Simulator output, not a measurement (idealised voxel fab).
The document below concerns the process module designated voxel transistor to metal.
Shown is cross-section cut, with a width of 195 nm and square cells of size 5 nm.
When this document writes out a cross-section, it uses a grid of square cells and lists it as bands, beginning at the top and moving down, with a band standing for one or more rows of cells.
Basically the band line says how high the top is and how high the bottom is, in nm, and then what's in it from left to right, every material with its width in nm. Empty space shows up as "empty", and if a single material carries "everywhere" it runs the full band edge to edge.
Ref level 0: as-received wafer is one material below here. Bottom band extends down with no lower bound ("0 and below").
A width such as "30->40" changes by the same amount from each row of cells to the next, from the band's top row to its bottom row.
Key: "all unchanged" - step with no changed cell in the cross-section.
Empty spaces counting at least 8 cells and having no open way to the top are listed in "Closed internal voids". The notation width x height at distance is used for each, the distance being from the left edge and all three values in nm.
Formally, on a step line, whatever follows the settings is a remark that the simulator itself makes on the step.
A step's line can hold "overlay nm"; with a mask on that step, the setting says how far right of the planned place the mask lay, while a negative setting says it lay to the left.
[The process steps that were planned are listed below]
1,RECEIVE | material Si
2,OXIDIZE | depth nm 5
3,CONFORMAL_DEP | material SiN | thk nm 10
4,PATTERN | tone cover | mask id ACTIVE | material resist | width nm 115 | thk nm 20 | overlay nm 0
5,DIRECTIONAL_ETCH | etch materials SiN | depth nm 10
6,DIRECTIONAL_ETCH | etch materials SiO2 | depth nm 5
7,DIRECTIONAL_ETCH | etch materials Si | depth nm 35
8,STRIP | etch materials resist
9,FILL_DEP | material SiO2 | thk nm 5
10,CMP | height nm 10
11,SELECTIVE_ETCH | etch materials SiO2 | depth nm 10
12,STRIP | etch materials SiN
13,SELECTIVE_ETCH | etch materials SiO2 | depth nm 5
14,OXIDIZE | depth nm 5
15,DIRECTIONAL_DEP | material polySi | thk nm 20
16,DIRECTIONAL_DEP | material SiCN | thk nm 10
17,MASKED_ETCH | tone cover | mask id GATE | width nm 25 | etch materials SiCN | depth nm 20 | overlay nm 0
18,MASKED_ETCH | tone cover | mask id GATE | width nm 25 | etch materials polySi | depth nm 30 | overlay nm 0
19,CONFORMAL_DEP | material SiN | thk nm 10
20,DIRECTIONAL_ETCH | etch materials SiN | depth nm 10
21,DIRECTIONAL_ETCH | etch materials SiO2 | depth nm 5
22,DIRECTIONAL_ETCH | etch materials Si | depth nm 10
23,EPI | material SiGe | thk nm 10
24,FILL_DEP | material SiO2 | thk nm 5
25,CMP | height nm 15
26,STRIP | etch materials polySi
27,SELECTIVE_ETCH | etch materials SiO2 | depth nm 5
28,CONFORMAL_DEP | material HfO2 | thk nm 5
29,CONFORMAL_DEP | material TiN | thk nm 5
30,FILL_DEP | material W | thk nm 10
31,CMP | height nm 10
32,DIRECTIONAL_DEP | material SiO2 | thk nm 15
33,MASKED_ETCH | tone open | mask id CONTACT | width nm 20 | pitch nm 75 | etch materials SiO2 | depth nm 35 | overlay nm 0
34,CONFORMAL_DEP | material TiN | thk nm 5
35,FILL_DEP | material W | thk nm 10
36,CMP | height nm 25
37,DIRECTIONAL_DEP | material TiN | thk nm 5
38,DIRECTIONAL_DEP | material W | thk nm 20
39,PATTERN | tone cover | mask id METAL_1 | material resist | width nm 20 | pitch nm 75 | thk nm 15 | overlay nm 0
40,DIRECTIONAL_ETCH | etch materials W | depth nm 20
41,DIRECTIONAL_ETCH | etch materials TiN | depth nm 5
42,STRIP | etch materials resist
43,CONFORMAL_DEP | material SiN | thk nm 5
44,FILL_DEP | material lowk | thk nm 5
45,CMP | height nm 50
46,CONFORMAL_DEP | material SiCN | thk nm 5
[Of two wafers, the first: run according to plan]
[This is the cross-section of the wafer as we received it, i.e. after step 1]
- 0 and below  Si everywhere
- Closed internal voids: none
[Take a look at the wafer's cross-section after step 2]
- 0 down to -5  SiO2 everywhere
- Lower than -5, everything is as it was.
[Take a look at the wafer's cross-section after step 3]
- 10 down to 0  SiN everywhere
- Lower than 0, everything is as it was.
[Take a look at the wafer's cross-section after step 4]
- 30 down to 10  empty: 40, then resist: 115, then empty: 40
- Lower than 10, everything is as it was.
[Take a look at the wafer's cross-section after step 5]
- 30 down to 10  empty: 40, then resist: 115, then empty: 40
- 10 down to 0  empty: 40, then SiN: 115, then empty: 40
- Lower than 0, everything is as it was.
[Take a look at the wafer's cross-section after step 6]
- 30 down to 10  empty: 40, then resist: 115, then empty: 40
- 10 down to 0  empty: 40, then SiN: 115, then empty: 40
- 0 down to -5  empty: 40, then SiO2: 115, then empty: 40
- Lower than -5, everything is as it was.
[Take a look at the wafer's cross-section after step 7]
- 30 down to 10  empty: 40, then resist: 115, then empty: 40
- 10 down to 0  empty: 40, then SiN: 115, then empty: 40
- 0 down to -5  empty: 40, then SiO2: 115, then empty: 40
- -5 down to -40  empty: 40, then Si: 115, then empty: 40
- Lower than -40, everything is as it was.
[Take a look at the wafer's cross-section after step 8]
- 10 down to 0  empty: 40, then SiN: 115, then empty: 40
- Lower than 0, everything is as it was.
[Take a look at the wafer's cross-section after step 9]
- 15 down to 10  SiO2 everywhere
- 10 down to 0  SiO2: 40, then SiN: 115, then SiO2: 40
- 0 down to -5  SiO2 everywhere
- -5 down to -40  SiO2: 40, then Si: 115, then SiO2: 40
- Lower than -40, everything is as it was.
[Take a look at the wafer's cross-section after step 10]
- 10 down to 0  SiO2: 40, then SiN: 115, then SiO2: 40
- Lower than 0, everything is as it was.
[Take a look at the wafer's cross-section after step 11]
- 10 down to 0  empty: 40, then SiN: 115, then empty: 40
- Lower than 0, everything is as it was.
[Take a look at the wafer's cross-section after step 12]
- 0 down to -5  SiO2 everywhere
- Lower than -5, everything is as it was.
[Take a look at the wafer's cross-section after step 13]
- -5 down to -40  SiO2: 40, then Si: 115, then SiO2: 40
- Lower than -40, everything is as it was.
[Take a look at the wafer's cross-section after step 14]
- -5 down to -10  SiO2 everywhere
- Lower than -10, everything is as it was.
[Take a look at the wafer's cross-section after step 15]
- 15 down to -5  polySi everywhere
- Lower than -5, everything is as it was.
[Take a look at the wafer's cross-section after step 16]
- 25 down to 15  SiCN everywhere
- Lower than 15, everything is as it was.
[Take a look at the wafer's cross-section after step 17]
- 25 down to 15  empty: 85, then SiCN: 25, then empty: 85
- Lower than 15, everything is as it was.
[Take a look at the wafer's cross-section after step 18]
- 25 down to 15  empty: 85, then SiCN: 25, then empty: 85
- 15 down to -5  empty: 85, then polySi: 25, then empty: 85
- Lower than -5, everything is as it was.
[Take a look at the wafer's cross-section after step 19]
- 35 down to 25  empty: 75, then SiN: 45, then empty: 75
- 25 down to 15  empty: 75, then SiN: 10, then SiCN: 25, then SiN: 10, then empty: 75
- 15 down to 5  empty: 75, then SiN: 10, then polySi: 25, then SiN: 10, then empty: 75
- 5 down to -5  SiN: 85, then polySi: 25, then SiN: 85
- Lower than -5, everything is as it was.
[Take a look at the wafer's cross-section after step 20]
- 25 down to 15  empty: 75, then SiN: 10, then SiCN: 25, then SiN: 10, then empty: 75
- 15 down to -5  empty: 75, then SiN: 10, then polySi: 25, then SiN: 10, then empty: 75
- Lower than -5, everything is as it was.
[Take a look at the wafer's cross-section after step 21]
- 25 down to 15  empty: 75, then SiN: 10, then SiCN: 25, then SiN: 10, then empty: 75
- 15 down to -5  empty: 75, then SiN: 10, then polySi: 25, then SiN: 10, then empty: 75
- -5 down to -10  empty: 75, then SiO2: 45, then empty: 75
- Lower than -10, everything is as it was.
[Take a look at the wafer's cross-section after step 22]
- 25 down to 15  empty: 75, then SiN: 10, then SiCN: 25, then SiN: 10, then empty: 75
- 15 down to -5  empty: 75, then SiN: 10, then polySi: 25, then SiN: 10, then empty: 75
- -5 down to -10  empty: 75, then SiO2: 45, then empty: 75
- -10 down to -20  SiO2: 40, then empty: 35, then Si: 45, then empty: 35, then SiO2: 40
- Lower than -20, everything is as it was.
[Take a look at the wafer's cross-section after step 23]
- 25 down to 15  empty: 75, then SiN: 10, then SiCN: 25, then SiN: 10, then empty: 75
- 15 down to 0  empty: 75, then SiN: 10, then polySi: 25, then SiN: 10, then empty: 75
- 0 down to -5  empty: 65, then SiGe: 10, then SiN: 10, then polySi: 25, then SiN: 10, then SiGe: 10, then empty: 65
- -5 down to -10  empty: 65, then SiGe: 10, then SiO2: 45, then SiGe: 10, then empty: 65
- -10 down to -20  SiO2: 40, then SiGe: 35, then Si: 45, then SiGe: 35, then SiO2: 40
- Lower than -20, everything is as it was.
[Take a look at the wafer's cross-section after step 24]
- 30 down to 25  SiO2 everywhere
- 25 down to 15  SiO2: 75, then SiN: 10, then SiCN: 25, then SiN: 10, then SiO2: 75
- 15 down to 0  SiO2: 75, then SiN: 10, then polySi: 25, then SiN: 10, then SiO2: 75
- 0 down to -5  SiO2: 65, then SiGe: 10, then SiN: 10, then polySi: 25, then SiN: 10, then SiGe: 10, then SiO2: 65
- -5 down to -10  SiO2: 65, then SiGe: 10, then SiO2: 45, then SiGe: 10, then SiO2: 65
- Lower than -10, everything is as it was.
[Take a look at the wafer's cross-section after step 25]
- 15 down to 0  SiO2: 75, then SiN: 10, then polySi: 25, then SiN: 10, then SiO2: 75
- Lower than 0, everything is as it was.
[Take a look at the wafer's cross-section after step 26]
- 15 down to 0  SiO2: 75, then SiN: 10, then empty: 25, then SiN: 10, then SiO2: 75
- 0 down to -5  SiO2: 65, then SiGe: 10, then SiN: 10, then empty: 25, then SiN: 10, then SiGe: 10, then SiO2: 65
- Lower than -5, everything is as it was.
[Take a look at the wafer's cross-section after step 27]
- 15 down to 10  empty: 75, then SiN: 10, then empty: 25, then SiN: 10, then empty: 75
- 10 down to 0  SiO2: 75, then SiN: 10, then empty: 25, then SiN: 10, then SiO2: 75
- 0 down to -5  SiO2: 65, then SiGe: 10, then SiN: 10, then empty: 25, then SiN: 10, then SiGe: 10, then SiO2: 65
- -5 down to -10  SiO2: 65, then SiGe: 10, then SiO2: 5, then empty: 35, then SiO2: 5, then SiGe: 10, then SiO2: 65
- Lower than -10, everything is as it was.
[Take a look at the wafer's cross-section after step 28]
- 20 down to 15  empty: 70, then HfO2: 20, then empty: 15, then HfO2: 20, then empty: 70
- 15 down to 10  HfO2: 75, then SiN: 10, then HfO2: 5, then empty: 15, then HfO2: 5, then SiN: 10, then HfO2: 75
- 10 down to 0  SiO2: 75, then SiN: 10, then HfO2: 5, then empty: 15, then HfO2: 5, then SiN: 10, then SiO2: 75
- 0 down to -5  SiO2: 65, then SiGe: 10, then SiN: 10, then HfO2: 5, then empty: 15, then HfO2: 5, then SiN: 10, then SiGe: 10, then SiO2: 65
- -5 down to -10  SiO2: 65, then SiGe: 10, then SiO2: 5, then HfO2: 35, then SiO2: 5, then SiGe: 10, then SiO2: 65
- Lower than -10, everything is as it was.
[Take a look at the wafer's cross-section after step 29]
- 25 down to 20  empty: 65, then TiN: 30, then empty: 5, then TiN: 30, then empty: 65
- 20 down to 15  TiN: 70, then HfO2: 20, then TiN: 5, then empty: 5, then TiN: 5, then HfO2: 20, then TiN: 70
- 15 down to 10  HfO2: 75, then SiN: 10, then HfO2: 5, then TiN: 5, then empty: 5, then TiN: 5, then HfO2: 5, then SiN: 10, then HfO2: 75
- 10 down to 0  SiO2: 75, then SiN: 10, then HfO2: 5, then TiN: 5, then empty: 5, then TiN: 5, then HfO2: 5, then SiN: 10, then SiO2: 75
- 0 down to -5  SiO2: 65, then SiGe: 10, then SiN: 10, then HfO2: 5, then TiN: 15, then HfO2: 5, then SiN: 10, then SiGe: 10, then SiO2: 65
- Lower than -5, everything is as it was.
[Take a look at the wafer's cross-section after step 30]
- 35 down to 25  W everywhere
- 25 down to 20  W: 65, then TiN: 30, then W: 5, then TiN: 30, then W: 65
- 20 down to 15  TiN: 70, then HfO2: 20, then TiN: 5, then W: 5, then TiN: 5, then HfO2: 20, then TiN: 70
- 15 down to 10  HfO2: 75, then SiN: 10, then HfO2: 5, then TiN: 5, then W: 5, then TiN: 5, then HfO2: 5, then SiN: 10, then HfO2: 75
- 10 down to 0  SiO2: 75, then SiN: 10, then HfO2: 5, then TiN: 5, then W: 5, then TiN: 5, then HfO2: 5, then SiN: 10, then SiO2: 75
- Lower than 0, everything is as it was.
[Take a look at the wafer's cross-section after step 31]
- 10 down to 0  SiO2: 75, then SiN: 10, then HfO2: 5, then TiN: 5, then W: 5, then TiN: 5, then HfO2: 5, then SiN: 10, then SiO2: 75
- Lower than 0, everything is as it was.
[Take a look at the wafer's cross-section after step 32]
- 25 down to 10  SiO2 everywhere
- Lower than 10, everything is as it was.
[Take a look at the wafer's cross-section after step 33]
- 25 down to 10  SiO2: 50, then empty: 20, then SiO2: 55, then empty: 20, then SiO2: 50
- 10 down to 0  SiO2: 50, then empty: 20, then SiO2: 5, then SiN: 10, then HfO2: 5, then TiN: 5, then W: 5, then TiN: 5, then HfO2: 5, then SiN: 10, then SiO2: 5, then empty: 20, then SiO2: 50
- 0 down to -5  SiO2: 50, then empty: 15, then SiGe: 10, then SiN: 10, then HfO2: 5, then TiN: 15, then HfO2: 5, then SiN: 10, then SiGe: 10, then empty: 15, then SiO2: 50
- -5 down to -10  SiO2: 50, then empty: 15, then SiGe: 10, then SiO2: 5, then HfO2: 35, then SiO2: 5, then SiGe: 10, then empty: 15, then SiO2: 50
- Lower than -10, everything is as it was.
[Take a look at the wafer's cross-section after step 34]
- 30 down to 25  TiN: 55, then empty: 10, then TiN: 65, then empty: 10, then TiN: 55
- 25 down to 10  SiO2: 50, then TiN: 5, then empty: 10, then TiN: 5, then SiO2: 55, then TiN: 5, then empty: 10, then TiN: 5, then SiO2: 50
- 10 down to 0  SiO2: 50, then TiN: 5, then empty: 10->5, then TiN: 5->10, then SiO2: 5, then SiN: 10, then HfO2: 5, then TiN: 5, then W: 5, then TiN: 5, then HfO2: 5, then SiN: 10, then SiO2: 5, then TiN: 5->10, then empty: 10->5, then TiN: 5, then SiO2: 50
- 0 down to -5  SiO2: 50, then TiN: 5, then empty: 5, then TiN: 5, then SiGe: 10, then SiN: 10, then HfO2: 5, then TiN: 15, then HfO2: 5, then SiN: 10, then SiGe: 10, then TiN: 5, then empty: 5, then TiN: 5, then SiO2: 50
- -5 down to -10  SiO2: 50, then TiN: 15, then SiGe: 10, then SiO2: 5, then HfO2: 35, then SiO2: 5, then SiGe: 10, then TiN: 15, then SiO2: 50
- Lower than -10, everything is as it was.
[Take a look at the wafer's cross-section after step 35]
- 40 down to 30  W everywhere
- 30 down to 25  TiN: 55, then W: 10, then TiN: 65, then W: 10, then TiN: 55
- 25 down to 10  SiO2: 50, then TiN: 5, then W: 10, then TiN: 5, then SiO2: 55, then TiN: 5, then W: 10, then TiN: 5, then SiO2: 50
- 10 down to 0  SiO2: 50, then TiN: 5, then W: 10->5, then TiN: 5->10, then SiO2: 5, then SiN: 10, then HfO2: 5, then TiN: 5, then W: 5, then TiN: 5, then HfO2: 5, then SiN: 10, then SiO2: 5, then TiN: 5->10, then W: 10->5, then TiN: 5, then SiO2: 50
- 0 down to -5  SiO2: 50, then TiN: 5, then W: 5, then TiN: 5, then SiGe: 10, then SiN: 10, then HfO2: 5, then TiN: 15, then HfO2: 5, then SiN: 10, then SiGe: 10, then TiN: 5, then W: 5, then TiN: 5, then SiO2: 50
- Lower than -5, everything is as it was.
[Take a look at the wafer's cross-section after step 36]
- 25 down to 10  SiO2: 50, then TiN: 5, then W: 10, then TiN: 5, then SiO2: 55, then TiN: 5, then W: 10, then TiN: 5, then SiO2: 50
- Lower than 10, everything is as it was.
[Take a look at the wafer's cross-section after step 37]
- 30 down to 25  TiN everywhere
- Lower than 25, everything is as it was.
[Take a look at the wafer's cross-section after step 38]
- 50 down to 30  W everywhere
- Lower than 30, everything is as it was.
[Take a look at the wafer's cross-section after step 39]
- 65 down to 50  empty: 50, then resist: 20, then empty: 55, then resist: 20, then empty: 50
- Lower than 50, everything is as it was.
[Take a look at the wafer's cross-section after step 40]
- 65 down to 50  empty: 50, then resist: 20, then empty: 55, then resist: 20, then empty: 50
- 50 down to 30  empty: 50, then W: 20, then empty: 55, then W: 20, then empty: 50
- Lower than 30, everything is as it was.
[Take a look at the wafer's cross-section after step 41]
- 65 down to 50  empty: 50, then resist: 20, then empty: 55, then resist: 20, then empty: 50
- 50 down to 30  empty: 50, then W: 20, then empty: 55, then W: 20, then empty: 50
- 30 down to 25  empty: 50, then TiN: 20, then empty: 55, then TiN: 20, then empty: 50
- Lower than 25, everything is as it was.
[Take a look at the wafer's cross-section after step 42]
- 50 down to 30  empty: 50, then W: 20, then empty: 55, then W: 20, then empty: 50
- Lower than 30, everything is as it was.
[Take a look at the wafer's cross-section after step 43]
- 55 down to 50  empty: 45, then SiN: 30, then empty: 45, then SiN: 30, then empty: 45
- 50 down to 30  empty: 45, then SiN: 5, then W: 20, then SiN: 5, then empty: 45, then SiN: 5, then W: 20, then SiN: 5, then empty: 45
- 30 down to 25  SiN: 50, then TiN: 20, then SiN: 55, then TiN: 20, then SiN: 50
- Lower than 25, everything is as it was.
[Take a look at the wafer's cross-section after step 44]
- 60 down to 55  lowk everywhere
- 55 down to 50  lowk: 45, then SiN: 30, then lowk: 45, then SiN: 30, then lowk: 45
- 50 down to 30  lowk: 45, then SiN: 5, then W: 20, then SiN: 5, then lowk: 45, then SiN: 5, then W: 20, then SiN: 5, then lowk: 45
- Lower than 30, everything is as it was.
[Take a look at the wafer's cross-section after step 45]
- 50 down to 30  lowk: 45, then SiN: 5, then W: 20, then SiN: 5, then lowk: 45, then SiN: 5, then W: 20, then SiN: 5, then lowk: 45
- Lower than 30, everything is as it was.
[Take a look at the wafer's cross-section after step 46]
- 55 down to 50  SiCN everywhere
- Lower than 50, everything is as it was.
[Second wafer, same starting state and plan as the first, one mistake in the run, identical through step 32]
[when step 33 should have ended]
- 25 down to 10  SiO2: 60, then empty: 20, then SiO2: 55, then empty: 20, then SiO2: 40
- 10 down to 0  SiO2: 60, then empty: 15, then SiN: 10, then HfO2: 5, then TiN: 5, then W: 5, then TiN: 5, then HfO2: 5, then SiN: 10, then SiO2: 15, then empty: 20, then SiO2: 40
- 0 down to -5  SiO2: 60, then empty: 5, then SiGe: 10, then SiN: 10, then HfO2: 5, then TiN: 15, then HfO2: 5, then SiN: 10, then SiGe: 10, then SiO2: 5, then empty: 20, then SiO2: 40
- -5 down to -10  SiO2: 60, then empty: 5, then SiGe: 10, then SiO2: 5, then HfO2: 35, then SiO2: 5, then SiGe: 10, then SiO2: 5, then empty: 20, then SiO2: 40
- Lower than -10, everything is as it was.
[when step 34 should have ended]
- 30 down to 25  TiN: 65, then empty: 10, then TiN: 65, then empty: 10, then TiN: 45
- 25 down to 15  SiO2: 60, then TiN: 5, then empty: 10, then TiN: 5, then SiO2: 55, then TiN: 5, then empty: 10, then TiN: 5, then SiO2: 40
- 15 down to 10  SiO2: 60, then TiN: 5, then empty: 5, then TiN: 10, then SiO2: 55, then TiN: 5, then empty: 10, then TiN: 5, then SiO2: 40
- 10 down to 5  SiO2: 60, then TiN: 5, then empty: 5, then TiN: 5, then SiN: 10, then HfO2: 5, then TiN: 5, then W: 5, then TiN: 5, then HfO2: 5, then SiN: 10, then SiO2: 15, then TiN: 5, then empty: 10, then TiN: 5, then SiO2: 40
- 5 down to 0  SiO2: 60, then TiN: 15, then SiN: 10, then HfO2: 5, then TiN: 5, then W: 5, then TiN: 5, then HfO2: 5, then SiN: 10, then SiO2: 15, then TiN: 5, then empty: 10, then TiN: 5, then SiO2: 40
- 0 down to -5  SiO2: 60, then TiN: 5, then SiGe: 10, then SiN: 10, then HfO2: 5, then TiN: 15, then HfO2: 5, then SiN: 10, then SiGe: 10, then SiO2: 5, then TiN: 5, then empty: 10, then TiN: 5, then SiO2: 40
- -5 down to -10  SiO2: 60, then TiN: 5, then SiGe: 10, then SiO2: 5, then HfO2: 35, then SiO2: 5, then SiGe: 10, then SiO2: 5, then TiN: 20, then SiO2: 40
- Lower than -10, everything is as it was.
[when step 35 should have ended]
- 40 down to 30  W everywhere
- 30 down to 25  TiN: 65, then W: 10, then TiN: 65, then W: 10, then TiN: 45
- 25 down to 15  SiO2: 60, then TiN: 5, then W: 10, then TiN: 5, then SiO2: 55, then TiN: 5, then W: 10, then TiN: 5, then SiO2: 40
- 15 down to 10  SiO2: 60, then TiN: 5, then W: 5, then TiN: 10, then SiO2: 55, then TiN: 5, then W: 10, then TiN: 5, then SiO2: 40
- 10 down to 5  SiO2: 60, then TiN: 5, then W: 5, then TiN: 5, then SiN: 10, then HfO2: 5, then TiN: 5, then W: 5, then TiN: 5, then HfO2: 5, then SiN: 10, then SiO2: 15, then TiN: 5, then W: 10, then TiN: 5, then SiO2: 40
- 5 down to 0  SiO2: 60, then TiN: 15, then SiN: 10, then HfO2: 5, then TiN: 5, then W: 5, then TiN: 5, then HfO2: 5, then SiN: 10, then SiO2: 15, then TiN: 5, then W: 10, then TiN: 5, then SiO2: 40
- 0 down to -5  SiO2: 60, then TiN: 5, then SiGe: 10, then SiN: 10, then HfO2: 5, then TiN: 15, then HfO2: 5, then SiN: 10, then SiGe: 10, then SiO2: 5, then TiN: 5, then W: 10, then TiN: 5, then SiO2: 40
- Lower than -5, everything is as it was.
[when step 36 should have ended]
- 25 down to 15  SiO2: 60, then TiN: 5, then W: 10, then TiN: 5, then SiO2: 55, then TiN: 5, then W: 10, then TiN: 5, then SiO2: 40
- Lower than 15, everything is as it was.
[when step 37 should have ended]
- 30 down to 25  TiN everywhere
- Lower than 25, everything is as it was.
[when step 38 should have ended]
- 50 down to 30  W everywhere
- Lower than 30, everything is as it was.
[when step 39 should have ended]
- 65 down to 50  empty: 50, then resist: 20, then empty: 55, then resist: 20, then empty: 50
- Lower than 50, everything is as it was.
[when step 40 should have ended]
- 65 down to 50  empty: 50, then resist: 20, then empty: 55, then resist: 20, then empty: 50
- 50 down to 30  empty: 50, then W: 20, then empty: 55, then W: 20, then empty: 50
- Lower than 30, everything is as it was.
[when step 41 should have ended]
- 65 down to 50  empty: 50, then resist: 20, then empty: 55, then resist: 20, then empty: 50
- 50 down to 30  empty: 50, then W: 20, then empty: 55, then W: 20, then empty: 50
- 30 down to 25  empty: 50, then TiN: 20, then empty: 55, then TiN: 20, then empty: 50
- Lower than 25, everything is as it was.
[when step 42 should have ended]
- 50 down to 30  empty: 50, then W: 20, then empty: 55, then W: 20, then empty: 50
- Lower than 30, everything is as it was.
[when step 43 should have ended]
- 55 down to 50  empty: 45, then SiN: 30, then empty: 45, then SiN: 30, then empty: 45
- 50 down to 30  empty: 45, then SiN: 5, then W: 20, then SiN: 5, then empty: 45, then SiN: 5, then W: 20, then SiN: 5, then empty: 45
- 30 down to 25  SiN: 50, then TiN: 20, then SiN: 55, then TiN: 20, then SiN: 50
- Lower than 25, everything is as it was.
[when step 44 should have ended]
- 60 down to 55  lowk everywhere
- 55 down to 50  lowk: 45, then SiN: 30, then lowk: 45, then SiN: 30, then lowk: 45
- 50 down to 30  lowk: 45, then SiN: 5, then W: 20, then SiN: 5, then lowk: 45, then SiN: 5, then W: 20, then SiN: 5, then lowk: 45
- Lower than 30, everything is as it was.
[when step 45 should have ended]
- 50 down to 30  lowk: 45, then SiN: 5, then W: 20, then SiN: 5, then lowk: 45, then SiN: 5, then W: 20, then SiN: 5, then lowk: 45
- Lower than 30, everything is as it was.
[when step 46 should have ended]
- 55 down to 50  SiCN everywhere
- Lower than 50, everything is as it was.
Heads up, the wafer didn't run the way we planned it: step 33 was processed under conditions differing from the plan, specifically as MASKED_ETCH | tone open | mask id CONTACT | width nm 20 | pitch nm 75 | etch materials SiO2 | depth nm 35 | overlay nm 10
at the end the second wafer has, in cells: 4 more of SiO2 | 2 fewer of TiN | 2 fewer of W
